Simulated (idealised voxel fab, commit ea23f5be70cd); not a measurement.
Process module heading - voxel capacitor over wiring
Section cut is 160 nm wide and gridded with 5 nm square cells.
We lay out every cross-section as a grid of square cells and spell it out in bands from the top down, where one band means one or more rows of cells.
Heads up on the band format: heights come first, top then bottom, in nm. After that it's the materials left to right, each with its width in nm. A single material flagged "everywhere" fills the whole band edge to edge, and "air" means there's empty space there.
Ref level 0: as-received wafer is one material below here. Bottom band extends down with no lower bound ("z 0 and below").
The width entry "30..40" should be interpreted row by row: the top row of cells in the band takes the first number, the bottom row takes the second number, and the change between adjacent rows is uniform throughout.
"no change occurred" -> step changed no cross-section cell.
Under "Enclosed cavities" you'll find the enclosed gaps, the ones with no way out to the top, that are 8 cells or bigger; each reads width x height at distance, with distance counted from the left edge, everything in nm.
That trailing text on a step's line, after the settings, is the simulator's own remark on the step.
Among the settings permitted on a step's line is "overlay nm"; applied to a step with a mask, it specifies the extent to which the mask lay to the right of its planned position, whereas a negative figure signifies a position to the left.
# Steps planned for the process
1: RECEIVE (material Si)
2: CONFORMAL_DEP (material SiO2; thk nm 15)
3: DIRECTIONAL_DEP (material TiN; thk nm 5)
4: DIRECTIONAL_DEP (material W; thk nm 25)
5: DIRECTIONAL_DEP (material aC; thk nm 10)
6: PATTERN (tone cover; mask id METAL_1; material resist; width nm 20; pitch nm 70; thk nm 25; overlay nm 0)
7: DIRECTIONAL_ETCH (etch materials aC; depth nm 10)
8: STRIP (etch materials resist)
9: DIRECTIONAL_ETCH (etch materials W; depth nm 25)
10: DIRECTIONAL_ETCH (etch materials TiN; depth nm 5)
11: STRIP (etch materials aC)
12: FILL_DEP (material SiO2; thk nm 5)
13: CMP (height nm 45)
14: CONFORMAL_DEP (material SiCN; thk nm 5)
15: DIRECTIONAL_DEP (material lowk; thk nm 10)
16: MASKED_ETCH (tone open; mask id PLUG_1; width nm 15; etch materials lowk; depth nm 10; overlay nm 0)
17: MASKED_ETCH (tone open; mask id PLUG_1; width nm 15; etch materials SiCN; depth nm 5; overlay nm 0)
18: EPI (material Ru; thk nm 10)
19: EPI (material Ru; thk nm 5)
20: DIRECTIONAL_DEP (material TiN; thk nm 10)
21: DIRECTIONAL_DEP (material SiN; thk nm 5)
22: DIRECTIONAL_DEP (material TiN; thk nm 10)
23: DIRECTIONAL_DEP (material aC; thk nm 10)
24: PATTERN (tone cover; mask id UPPER_PLATE; material resist; width nm 55; thk nm 30; overlay nm 0)
25: DIRECTIONAL_ETCH (etch materials aC; depth nm 10)
26: STRIP (etch materials resist)
27: DIRECTIONAL_ETCH (etch materials TiN; depth nm 10)
28: DIRECTIONAL_ETCH (etch materials SiN; depth nm 5)
29: STRIP (etch materials aC)
30: PATTERN (tone cover; mask id LOWER_PLATE; material resist; width nm 65; thk nm 20; overlay nm 0)
31: DIRECTIONAL_ETCH (etch materials TiN; depth nm 10)
32: STRIP (etch materials resist)
33: FILL_DEP (material SiO2; thk nm 15)
34: CMP (height nm 95)
35: PATTERN (tone open; mask id PLUG_2; material resist; width nm 15; thk nm 15; overlay nm 0)
36: DIRECTIONAL_ETCH (etch materials SiO2; depth nm 10)
37: STRIP (etch materials resist)
38: CONFORMAL_DEP (material TiN; thk nm 5)
39: FILL_DEP (material W; thk nm 10)
40: CMP (height nm 95)
41: CONFORMAL_DEP (material SiCN; thk nm 5)
# First of two wafers - as planned
# Step 1 complete: cross-section of the wafer as received
* z 0 and below = Si everywhere
* Enclosed cavities: none
# The following cross-section depicts the wafer upon completion of step 2
* z 15 to 0 = SiO2 everywhere
* Under the height 0 nothing was changed.
# The following cross-section depicts the wafer upon completion of step 3
* z 20 to 15 = TiN everywhere
* Under the height 15 nothing was changed.
# The following cross-section depicts the wafer upon completion of step 4
* z 45 to 20 = W everywhere
* Under the height 20 nothing was changed.
# The following cross-section depicts the wafer upon completion of step 5
* z 55 to 45 = aC everywhere
* Under the height 45 nothing was changed.
# The following cross-section depicts the wafer upon completion of step 6
* z 80 to 55 = 35 of air | 20 of resist | 50 of air | 20 of resist | 35 of air
* Under the height 55 nothing was changed.
# The following cross-section depicts the wafer upon completion of step 7
* z 70 to 55 = 35 of air | 20 of resist | 50 of air | 20 of resist | 35 of air
* z 55 to 45 = 35 of air | 20 of aC | 50 of air | 20 of aC | 35 of air
* Under the height 45 nothing was changed.
# The following cross-section depicts the wafer upon completion of step 8
* z 55 to 45 = 35 of air | 20 of aC | 50 of air | 20 of aC | 35 of air
* Under the height 45 nothing was changed.
# The following cross-section depicts the wafer upon completion of step 9
* z 55 to 45 = 35 of air | 20 of aC | 50 of air | 20 of aC | 35 of air
* z 45 to 20 = 35 of air | 20 of W | 50 of air | 20 of W | 35 of air
* Under the height 20 nothing was changed.
# The following cross-section depicts the wafer upon completion of step 10
* z 55 to 45 = 35 of air | 20 of aC | 50 of air | 20 of aC | 35 of air
* z 45 to 20 = 35 of air | 20 of W | 50 of air | 20 of W | 35 of air
* z 20 to 15 = 35 of air | 20 of TiN | 50 of air | 20 of TiN | 35 of air
* Under the height 15 nothing was changed.
# The following cross-section depicts the wafer upon completion of step 11
* z 45 to 20 = 35 of air | 20 of W | 50 of air | 20 of W | 35 of air
* Under the height 20 nothing was changed.
# The following cross-section depicts the wafer upon completion of step 12
* z 50 to 45 = SiO2 everywhere
* z 45 to 20 = 35 of SiO2 | 20 of W | 50 of SiO2 | 20 of W | 35 of SiO2
* z 20 to 15 = 35 of SiO2 | 20 of TiN | 50 of SiO2 | 20 of TiN | 35 of SiO2
* Under the height 15 nothing was changed.
# The following cross-section depicts the wafer upon completion of step 13
* z 45 to 20 = 35 of SiO2 | 20 of W | 50 of SiO2 | 20 of W | 35 of SiO2
* Under the height 20 nothing was changed.
# The following cross-section depicts the wafer upon completion of step 14
* z 50 to 45 = SiCN everywhere
* Under the height 45 nothing was changed.
# The following cross-section depicts the wafer upon completion of step 15
* z 60 to 50 = lowk everywhere
* Under the height 50 nothing was changed.
# The following cross-section depicts the wafer upon completion of step 16
* z 60 to 50 = 40 of lowk | 15 of air | 105 of lowk
* Under the height 50 nothing was changed.
# The following cross-section depicts the wafer upon completion of step 17
* z 60 to 50 = 40 of lowk | 15 of air | 105 of lowk
* z 50 to 45 = 40 of SiCN | 15 of air | 105 of SiCN
* Under the height 45 nothing was changed.
# The following cross-section depicts the wafer upon completion of step 18
* z 60 to 55 = 40 of lowk | 15 of air | 105 of lowk
* z 55 to 50 = 40 of lowk | 15 of Ru | 105 of lowk
* z 50 to 45 = 40 of SiCN | 15 of Ru | 105 of SiCN
* Under the height 45 nothing was changed.
# The following cross-section depicts the wafer upon completion of step 19
* z 60 to 50 = 40 of lowk | 15 of Ru | 105 of lowk
* Under the height 50 nothing was changed.
# The following cross-section depicts the wafer upon completion of step 20
* z 70 to 60 = TiN everywhere
* Under the height 60 nothing was changed.
# The following cross-section depicts the wafer upon completion of step 21
* z 75 to 70 = SiN everywhere
* Under the height 70 nothing was changed.
# The following cross-section depicts the wafer upon completion of step 22
* z 85 to 75 = TiN everywhere
* Under the height 75 nothing was changed.
# The following cross-section depicts the wafer upon completion of step 23
* z 95 to 85 = aC everywhere
* Under the height 85 nothing was changed.
# The following cross-section depicts the wafer upon completion of step 24
* z 125 to 95 = 40 of air | 55 of resist | 65 of air
* Under the height 95 nothing was changed.
# The following cross-section depicts the wafer upon completion of step 25
* z 115 to 95 = 40 of air | 55 of resist | 65 of air
* z 95 to 85 = 40 of air | 55 of aC | 65 of air
* Under the height 85 nothing was changed.
# The following cross-section depicts the wafer upon completion of step 26
* z 95 to 85 = 40 of air | 55 of aC | 65 of air
* Under the height 85 nothing was changed.
# The following cross-section depicts the wafer upon completion of step 27
* z 95 to 85 = 40 of air | 55 of aC | 65 of air
* z 85 to 75 = 40 of air | 55 of TiN | 65 of air
* Under the height 75 nothing was changed.
# The following cross-section depicts the wafer upon completion of step 28
* z 95 to 85 = 40 of air | 55 of aC | 65 of air
* z 85 to 75 = 40 of air | 55 of TiN | 65 of air
* z 75 to 70 = 40 of air | 55 of SiN | 65 of air
* Under the height 70 nothing was changed.
# The following cross-section depicts the wafer upon completion of step 29
* z 85 to 75 = 40 of air | 55 of TiN | 65 of air
* Under the height 75 nothing was changed.
# The following cross-section depicts the wafer upon completion of step 30
* z 105 to 85 = 35 of air | 65 of resist | 60 of air
* z 85 to 75 = 35 of air | 5 of resist | 55 of TiN | 5 of resist | 60 of air
* z 75 to 70 = 35 of air | 5 of resist | 55 of SiN | 5 of resist | 60 of air
* Under the height 70 nothing was changed.
# The following cross-section depicts the wafer upon completion of step 31
* z 105 to 85 = 35 of air | 65 of resist | 60 of air
* z 85 to 75 = 35 of air | 5 of resist | 55 of TiN | 5 of resist | 60 of air
* z 75 to 70 = 35 of air | 5 of resist | 55 of SiN | 5 of resist | 60 of air
* z 70 to 60 = 35 of air | 65 of TiN | 60 of air
* Under the height 60 nothing was changed.
# The following cross-section depicts the wafer upon completion of step 32
* z 85 to 75 = 40 of air | 55 of TiN | 65 of air
* z 75 to 70 = 40 of air | 55 of SiN | 65 of air
* Under the height 70 nothing was changed.
# The following cross-section depicts the wafer upon completion of step 33
* z 100 to 85 = SiO2 everywhere
* z 85 to 75 = 40 of SiO2 | 55 of TiN | 65 of SiO2
* z 75 to 70 = 40 of SiO2 | 55 of SiN | 65 of SiO2
* z 70 to 60 = 35 of SiO2 | 65 of TiN | 60 of SiO2
* Under the height 60 nothing was changed.
# The following cross-section depicts the wafer upon completion of step 34
* z 95 to 85 = SiO2 everywhere
* Under the height 85 nothing was changed.
# The following cross-section depicts the wafer upon completion of step 35
* z 110 to 95 = 50 of resist | 15 of air | 95 of resist
* Under the height 95 nothing was changed.
# The following cross-section depicts the wafer upon completion of step 36
* z 110 to 95 = 50 of resist | 15 of air | 95 of resist
* z 95 to 85 = 50 of SiO2 | 15 of air | 95 of SiO2
* Under the height 85 nothing was changed.
# The following cross-section depicts the wafer upon completion of step 37
* z 95 to 85 = 50 of SiO2 | 15 of air | 95 of SiO2
* Under the height 85 nothing was changed.
# The following cross-section depicts the wafer upon completion of step 38
* z 100 to 95 = 55 of TiN | 5 of air | 100 of TiN
* z 95 to 90 = 50 of SiO2 | 5 of TiN | 5 of air | 5 of TiN | 95 of SiO2
* z 90 to 85 = 50 of SiO2 | 15 of TiN | 95 of SiO2
* Under the height 85 nothing was changed.
# The following cross-section depicts the wafer upon completion of step 39
* z 110 to 100 = W everywhere
* z 100 to 95 = 55 of TiN | 5 of W | 100 of TiN
* z 95 to 90 = 50 of SiO2 | 5 of TiN | 5 of W | 5 of TiN | 95 of SiO2
* Under the height 90 nothing was changed.
# The following cross-section depicts the wafer upon completion of step 40
* z 95 to 90 = 50 of SiO2 | 5 of TiN | 5 of W | 5 of TiN | 95 of SiO2
* Under the height 90 nothing was changed.
# The following cross-section depicts the wafer upon completion of step 41
* z 100 to 95 = SiCN everywhere
* Under the height 95 nothing was changed.
# It is to be noted that the second wafer proceeded from the same initial state and according to the same plan as the first, although one mistake was committed in its execution; through step 15, inclusive, the two wafers share an identical history
# Cross-section of the second wafer at the time by which step 16 should have been completed according to the plan
* z 60 to 50 = 50 of lowk | 15 of air | 95 of lowk
* Under the height 50 nothing was changed.
# Cross-section of the second wafer at the time by which step 17 should have been completed according to the plan
* z 60 to 50 = 50 of lowk | 15 of air | 95 of lowk
* z 50 to 45 = 50 of SiCN | 5 of air | 105 of SiCN
* Under the height 45 nothing was changed.
# Cross-section of the second wafer at the time by which step 18 should have been completed according to the plan
* z 60 to 55 = 50 of lowk | 15 of air | 95 of lowk
* z 55 to 50 = 50 of lowk | 10 of Ru | 5 of air | 95 of lowk
* z 50 to 45 = 50 of SiCN | 5 of Ru | 105 of SiCN
* Under the height 45 nothing was changed.
# Cross-section of the second wafer at the time by which step 19 should have been completed according to the plan
* z 60 to 50 = 50 of lowk | 15 of Ru | 95 of lowk
* Under the height 50 nothing was changed.
# Cross-section of the second wafer at the time by which step 20 should have been completed according to the plan
* z 70 to 60 = TiN everywhere
* Under the height 60 nothing was changed.
# Cross-section of the second wafer at the time by which step 21 should have been completed according to the plan
* z 75 to 70 = SiN everywhere
* Under the height 70 nothing was changed.
# Cross-section of the second wafer at the time by which step 22 should have been completed according to the plan
* z 85 to 75 = TiN everywhere
* Under the height 75 nothing was changed.
# Cross-section of the second wafer at the time by which step 23 should have been completed according to the plan
* z 95 to 85 = aC everywhere
* Under the height 85 nothing was changed.
# Cross-section of the second wafer at the time by which step 24 should have been completed according to the plan
* z 125 to 95 = 40 of air | 55 of resist | 65 of air
* Under the height 95 nothing was changed.
# Cross-section of the second wafer at the time by which step 25 should have been completed according to the plan
* z 115 to 95 = 40 of air | 55 of resist | 65 of air
* z 95 to 85 = 40 of air | 55 of aC | 65 of air
* Under the height 85 nothing was changed.
# Cross-section of the second wafer at the time by which step 26 should have been completed according to the plan
* z 95 to 85 = 40 of air | 55 of aC | 65 of air
* Under the height 85 nothing was changed.
# Cross-section of the second wafer at the time by which step 27 should have been completed according to the plan
* z 95 to 85 = 40 of air | 55 of aC | 65 of air
* z 85 to 75 = 40 of air | 55 of TiN | 65 of air
* Under the height 75 nothing was changed.
# Cross-section of the second wafer at the time by which step 28 should have been completed according to the plan
* z 95 to 85 = 40 of air | 55 of aC | 65 of air
* z 85 to 75 = 40 of air | 55 of TiN | 65 of air
* z 75 to 70 = 40 of air | 55 of SiN | 65 of air
* Under the height 70 nothing was changed.
# Cross-section of the second wafer at the time by which step 29 should have been completed according to the plan
* z 85 to 75 = 40 of air | 55 of TiN | 65 of air
* Under the height 75 nothing was changed.
# Cross-section of the second wafer at the time by which step 30 should have been completed according to the plan
* z 105 to 85 = 35 of air | 65 of resist | 60 of air
* z 85 to 75 = 35 of air | 5 of resist | 55 of TiN | 5 of resist | 60 of air
* z 75 to 70 = 35 of air | 5 of resist | 55 of SiN | 5 of resist | 60 of air
* Under the height 70 nothing was changed.
# Cross-section of the second wafer at the time by which step 31 should have been completed according to the plan
* z 105 to 85 = 35 of air | 65 of resist | 60 of air
* z 85 to 75 = 35 of air | 5 of resist | 55 of TiN | 5 of resist | 60 of air
* z 75 to 70 = 35 of air | 5 of resist | 55 of SiN | 5 of resist | 60 of air
* z 70 to 60 = 35 of air | 65 of TiN | 60 of air
* Under the height 60 nothing was changed.
# Cross-section of the second wafer at the time by which step 32 should have been completed according to the plan
* z 85 to 75 = 40 of air | 55 of TiN | 65 of air
* z 75 to 70 = 40 of air | 55 of SiN | 65 of air
* Under the height 70 nothing was changed.
# Cross-section of the second wafer at the time by which step 33 should have been completed according to the plan
* z 100 to 85 = SiO2 everywhere
* z 85 to 75 = 40 of SiO2 | 55 of TiN | 65 of SiO2
* z 75 to 70 = 40 of SiO2 | 55 of SiN | 65 of SiO2
* z 70 to 60 = 35 of SiO2 | 65 of TiN | 60 of SiO2
* Under the height 60 nothing was changed.
# Cross-section of the second wafer at the time by which step 34 should have been completed according to the plan
* z 95 to 85 = SiO2 everywhere
* Under the height 85 nothing was changed.
# Cross-section of the second wafer at the time by which step 35 should have been completed according to the plan
* z 110 to 95 = 50 of resist | 15 of air | 95 of resist
* Under the height 95 nothing was changed.
# Cross-section of the second wafer at the time by which step 36 should have been completed according to the plan
* z 110 to 95 = 50 of resist | 15 of air | 95 of resist
* z 95 to 85 = 50 of SiO2 | 15 of air | 95 of SiO2
* Under the height 85 nothing was changed.
# Cross-section of the second wafer at the time by which step 37 should have been completed according to the plan
* z 95 to 85 = 50 of SiO2 | 15 of air | 95 of SiO2
* Under the height 85 nothing was changed.
# Cross-section of the second wafer at the time by which step 38 should have been completed according to the plan
* z 100 to 95 = 55 of TiN | 5 of air | 100 of TiN
* z 95 to 90 = 50 of SiO2 | 5 of TiN | 5 of air | 5 of TiN | 95 of SiO2
* z 90 to 85 = 50 of SiO2 | 15 of TiN | 95 of SiO2
* Under the height 85 nothing was changed.
# Cross-section of the second wafer at the time by which step 39 should have been completed according to the plan
* z 110 to 100 = W everywhere
* z 100 to 95 = 55 of TiN | 5 of W | 100 of TiN
* z 95 to 90 = 50 of SiO2 | 5 of TiN | 5 of W | 5 of TiN | 95 of SiO2
* Under the height 90 nothing was changed.
# Cross-section of the second wafer at the time by which step 40 should have been completed according to the plan
* z 95 to 90 = 50 of SiO2 | 5 of TiN | 5 of W | 5 of TiN | 95 of SiO2
* Under the height 90 nothing was changed.
# Cross-section of the second wafer at the time by which step 41 should have been completed according to the plan
* z 100 to 95 = SiCN everywhere
* Under the height 95 nothing was changed.
Misprocessing identified: step 16 was processed under conditions differing from the plan, specifically as MASKED_ETCH (tone open; mask id PLUG_1; width nm 15; etch materials lowk; depth nm 10; overlay nm 10)
Counted in cells at the end, the second wafer holds more or fewer of these materials than the first: 2 fewer of Ru, 2 more of SiCN
